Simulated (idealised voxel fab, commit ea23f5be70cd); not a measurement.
process module | voxel capacitor over wiring
cross-section cut | 160 nm wide | cells 5 nm
A cross-section is a grid of square cells, given in bands from the top down. A band is one or more rows of cells.
Each band's line starts with the height of the band's top and of its bottom, in nm. Then come its materials from left to right, each with its width in nm. One material with "throughout" fills the band from edge to edge. "air" is empty space.
Height 0 is the level under which the wafer as received is all one material. The lowest band goes on downwards, as in "0 down".
A width such as "30 to 40" changes by the same amount from each row of cells to the next, from the band's top row to its bottom row.
"no change" after a step means that no cell of the cross-section changed.
closed voids: empty space of 8 cells or more with no open way to the top, each as width x height at its distance from the left edge, in nm
after a step's settings: what the simulator itself notes on the step
overlay nm, on a step with a mask: how far to the right of its planned place the mask lay; to the left if negative
plan
1 op RECEIVE | material Si
2 op CONFORMAL_DEP | material SiO2 | thk nm 15
3 op CONFORMAL_DEP | material SiCN | thk nm 5
4 op DIRECTIONAL_DEP | material SiO2 | thk nm 20
5 op DIRECTIONAL_DEP | material aC | thk nm 15
6 op PATTERN | tone open | mask id METAL_1 | material resist | width nm 20 | pitch nm 70 | thk nm 35 | overlay nm 0
7 op DIRECTIONAL_ETCH | etch materials aC | depth nm 15
8 op STRIP | etch materials resist
9 op DIRECTIONAL_ETCH | etch materials SiO2 | depth nm 20
10 op DIRECTIONAL_ETCH | etch materials SiCN | depth nm 5
11 op STRIP | etch materials aC
12 op CONFORMAL_DEP | material TiN | thk nm 5
13 op FILL_DEP | material Cu | thk nm 5
14 op CMP | height nm 40
15 op EPI | material Ru | thk nm 5
16 op FILL_DEP | material SiCN | thk nm 5
17 op DIRECTIONAL_DEP | material lowk | thk nm 10
18 op PATTERN | tone open | mask id PLUG_1 | material resist | width nm 15 | thk nm 20 | overlay nm 0
19 op DIRECTIONAL_ETCH | etch materials lowk | depth nm 10
20 op DIRECTIONAL_ETCH | etch materials SiCN | depth nm 5
21 op STRIP | etch materials resist
22 op CONFORMAL_DEP | material TiN | thk nm 5
23 op FILL_DEP | material W | thk nm 5
24 op CMP | height nm 60
25 op DIRECTIONAL_DEP | material TiN | thk nm 5
26 op DIRECTIONAL_DEP | material SiN | thk nm 5
27 op DIRECTIONAL_DEP | material TiN | thk nm 10
28 op DIRECTIONAL_DEP | material aC | thk nm 15
29 op PATTERN | tone cover | mask id UPPER_PLATE | material resist | width nm 55 | thk nm 35 | overlay nm 0
30 op DIRECTIONAL_ETCH | etch materials aC | depth nm 15
31 op STRIP | etch materials resist
32 op DIRECTIONAL_ETCH | etch materials TiN | depth nm 10
33 op DIRECTIONAL_ETCH | etch materials SiN | depth nm 5
34 op STRIP | etch materials aC
35 op PATTERN | tone cover | mask id LOWER_PLATE | material resist | width nm 65 | thk nm 20 | overlay nm 0
36 op DIRECTIONAL_ETCH | etch materials TiN | depth nm 5
37 op STRIP | etch materials resist
38 op FILL_DEP | material SiO2 | thk nm 15
39 op CMP | height nm 90
40 op MASKED_ETCH | tone open | mask id PLUG_2 | width nm 15 | etch materials SiO2 | depth nm 10 | overlay nm 0
41 op CONFORMAL_DEP | material TiN | thk nm 5
42 op FILL_DEP | material Cu | thk nm 10
43 op CMP | height nm 90
44 op CONFORMAL_DEP | material SiN | thk nm 5
first wafer, as planned
as received, after step 1
  0 down: Si throughout
  closed voids: none
after step 2
  15 to 0: SiO2 throughout
  below 0: unchanged
after step 3
  20 to 15: SiCN throughout
  below 15: unchanged
after step 4
  40 to 20: SiO2 throughout
  below 20: unchanged
after step 5
  55 to 40: aC throughout
  below 40: unchanged
after step 6
  90 to 55: resist 35 | air 20 | resist 50 | air 20 | resist 35
  below 55: unchanged
after step 7
  75 to 55: resist 35 | air 20 | resist 50 | air 20 | resist 35
  55 to 40: aC 35 | air 20 | aC 50 | air 20 | aC 35
  below 40: unchanged
after step 8
  55 to 40: aC 35 | air 20 | aC 50 | air 20 | aC 35
  below 40: unchanged
after step 9
  55 to 40: aC 35 | air 20 | aC 50 | air 20 | aC 35
  40 to 20: SiO2 35 | air 20 | SiO2 50 | air 20 | SiO2 35
  below 20: unchanged
after step 10
  55 to 40: aC 35 | air 20 | aC 50 | air 20 | aC 35
  40 to 20: SiO2 35 | air 20 | SiO2 50 | air 20 | SiO2 35
  20 to 15: SiCN 35 | air 20 | SiCN 50 | air 20 | SiCN 35
  below 15: unchanged
after step 11
  40 to 20: SiO2 35 | air 20 | SiO2 50 | air 20 | SiO2 35
  below 20: unchanged
after step 12
  45 to 40: TiN 40 | air 10 | TiN 60 | air 10 | TiN 40
  40 to 20: SiO2 35 | TiN 5 | air 10 | TiN 5 | SiO2 50 | TiN 5 | air 10 | TiN 5 | SiO2 35
  20 to 15: SiCN 35 | TiN 20 | SiCN 50 | TiN 20 | SiCN 35
  below 15: unchanged
after step 13
  50 to 45: Cu throughout
  45 to 40: TiN 40 | Cu 10 | TiN 60 | Cu 10 | TiN 40
  40 to 20: SiO2 35 | TiN 5 | Cu 10 | TiN 5 | SiO2 50 | TiN 5 | Cu 10 | TiN 5 | SiO2 35
  below 20: unchanged
after step 14
  40 to 20: SiO2 35 | TiN 5 | Cu 10 | TiN 5 | SiO2 50 | TiN 5 | Cu 10 | TiN 5 | SiO2 35
  below 20: unchanged
after step 15
  45 to 40: air 30 | Ru 30 | air 40 | Ru 30 | air 30
  below 40: unchanged
after step 16
  50 to 45: SiCN throughout
  45 to 40: SiCN 30 | Ru 30 | SiCN 40 | Ru 30 | SiCN 30
  below 40: unchanged
after step 17
  60 to 50: lowk throughout
  below 50: unchanged
after step 18
  80 to 60: resist 40 | air 15 | resist 105
  below 60: unchanged
after step 19
  80 to 60: resist 40 | air 15 | resist 105
  60 to 50: lowk 40 | air 15 | lowk 105
  below 50: unchanged
after step 20
  80 to 60: resist 40 | air 15 | resist 105
  60 to 50: lowk 40 | air 15 | lowk 105
  50 to 45: SiCN 40 | air 15 | SiCN 105
  below 45: unchanged
after step 21
  60 to 50: lowk 40 | air 15 | lowk 105
  below 50: unchanged
after step 22
  65 to 60: TiN 45 | air 5 | TiN 110
  60 to 50: lowk 40 | TiN 5 | air 5 | TiN 5 | lowk 105
  50 to 45: SiCN 40 | TiN 15 | SiCN 105
  below 45: unchanged
after step 23
  70 to 65: W throughout
  65 to 60: TiN 45 | W 5 | TiN 110
  60 to 50: lowk 40 | TiN 5 | W 5 | TiN 5 | lowk 105
  below 50: unchanged
after step 24
  60 to 50: lowk 40 | TiN 5 | W 5 | TiN 5 | lowk 105
  below 50: unchanged
after step 25
  65 to 60: TiN throughout
  below 60: unchanged
after step 26
  70 to 65: SiN throughout
  below 65: unchanged
after step 27
  80 to 70: TiN throughout
  below 70: unchanged
after step 28
  95 to 80: aC throughout
  below 80: unchanged
after step 29
  130 to 95: air 40 | resist 55 | air 65
  below 95: unchanged
after step 30
  115 to 95: air 40 | resist 55 | air 65
  95 to 80: air 40 | aC 55 | air 65
  below 80: unchanged
after step 31
  95 to 80: air 40 | aC 55 | air 65
  below 80: unchanged
after step 32
  95 to 80: air 40 | aC 55 | air 65
  80 to 70: air 40 | TiN 55 | air 65
  below 70: unchanged
after step 33
  95 to 80: air 40 | aC 55 | air 65
  80 to 70: air 40 | TiN 55 | air 65
  70 to 65: air 40 | SiN 55 | air 65
  below 65: unchanged
after step 34
  80 to 70: air 40 | TiN 55 | air 65
  below 70: unchanged
after step 35
  100 to 80: air 35 | resist 65 | air 60
  80 to 70: air 35 | resist 5 | TiN 55 | resist 5 | air 60
  70 to 65: air 35 | resist 5 | SiN 55 | resist 5 | air 60
  below 65: unchanged
after step 36
  100 to 80: air 35 | resist 65 | air 60
  80 to 70: air 35 | resist 5 | TiN 55 | resist 5 | air 60
  70 to 65: air 35 | resist 5 | SiN 55 | resist 5 | air 60
  65 to 60: air 35 | TiN 65 | air 60
  below 60: unchanged
after step 37
  80 to 70: air 40 | TiN 55 | air 65
  70 to 65: air 40 | SiN 55 | air 65
  below 65: unchanged
after step 38
  95 to 80: SiO2 throughout
  80 to 70: SiO2 40 | TiN 55 | SiO2 65
  70 to 65: SiO2 40 | SiN 55 | SiO2 65
  65 to 60: SiO2 35 | TiN 65 | SiO2 60
  below 60: unchanged
after step 39
  90 to 80: SiO2 throughout
  below 80: unchanged
after step 40
  90 to 80: SiO2 50 | air 15 | SiO2 95
  below 80: unchanged
after step 41
  95 to 90: TiN 55 | air 5 | TiN 100
  90 to 85: SiO2 50 | TiN 5 | air 5 | TiN 5 | SiO2 95
  85 to 80: SiO2 50 | TiN 15 | SiO2 95
  below 80: unchanged
after step 42
  105 to 95: Cu throughout
  95 to 90: TiN 55 | Cu 5 | TiN 100
  90 to 85: SiO2 50 | TiN 5 | Cu 5 | TiN 5 | SiO2 95
  below 85: unchanged
after step 43
  90 to 85: SiO2 50 | TiN 5 | Cu 5 | TiN 5 | SiO2 95
  below 85: unchanged
after step 44
  95 to 90: SiN throughout
  below 90: unchanged
second wafer: like start, like plan, one mistake. Through step 25 it matches the first wafer
when step 26 should have ended: no change
when step 27 should have ended
  75 to 60: TiN throughout
  below 60: unchanged
when step 28 should have ended
  90 to 75: aC throughout
  below 75: unchanged
when step 29 should have ended
  125 to 90: air 40 | resist 55 | air 65
  below 90: unchanged
when step 30 should have ended
  110 to 90: air 40 | resist 55 | air 65
  90 to 75: air 40 | aC 55 | air 65
  below 75: unchanged
when step 31 should have ended
  90 to 75: air 40 | aC 55 | air 65
  below 75: unchanged
when step 32 should have ended
  90 to 75: air 40 | aC 55 | air 65
  75 to 65: air 40 | TiN 55 | air 65
  below 65: unchanged
when step 33 should have ended: no change
when step 34 should have ended
  75 to 65: air 40 | TiN 55 | air 65
  below 65: unchanged
when step 35 should have ended
  95 to 75: air 35 | resist 65 | air 60
  75 to 65: air 35 | resist 5 | TiN 55 | resist 5 | air 60
  below 65: unchanged
when step 36 should have ended
  95 to 75: air 35 | resist 65 | air 60
  75 to 65: air 35 | resist 5 | TiN 55 | resist 5 | air 60
  65 to 60: air 35 | TiN 65 | air 60
  below 60: unchanged
when step 37 should have ended
  75 to 65: air 40 | TiN 55 | air 65
  below 65: unchanged
when step 38 should have ended
  90 to 75: SiO2 throughout
  75 to 65: SiO2 40 | TiN 55 | SiO2 65
  65 to 60: SiO2 35 | TiN 65 | SiO2 60
  below 60: unchanged
when step 39 should have ended: no change
when step 40 should have ended
  90 to 80: SiO2 50 | air 15 | SiO2 95
  below 80: unchanged
when step 41 should have ended
  95 to 90: TiN 55 | air 5 | TiN 100
  90 to 85: SiO2 50 | TiN 5 | air 5 | TiN 5 | SiO2 95
  85 to 80: SiO2 50 | TiN 15 | SiO2 95
  below 80: unchanged
when step 42 should have ended
  105 to 95: Cu throughout
  95 to 90: TiN 55 | Cu 5 | TiN 100
  90 to 85: SiO2 50 | TiN 5 | Cu 5 | TiN 5 | SiO2 95
  below 85: unchanged
when step 43 should have ended
  90 to 85: SiO2 50 | TiN 5 | Cu 5 | TiN 5 | SiO2 95
  below 85: unchanged
when step 44 should have ended
  95 to 90: SiN throughout
  below 90: unchanged
what went wrong: step 26 was left out
at the end the second wafer has, in cells: 11 fewer of SiN | 11 more of SiO2
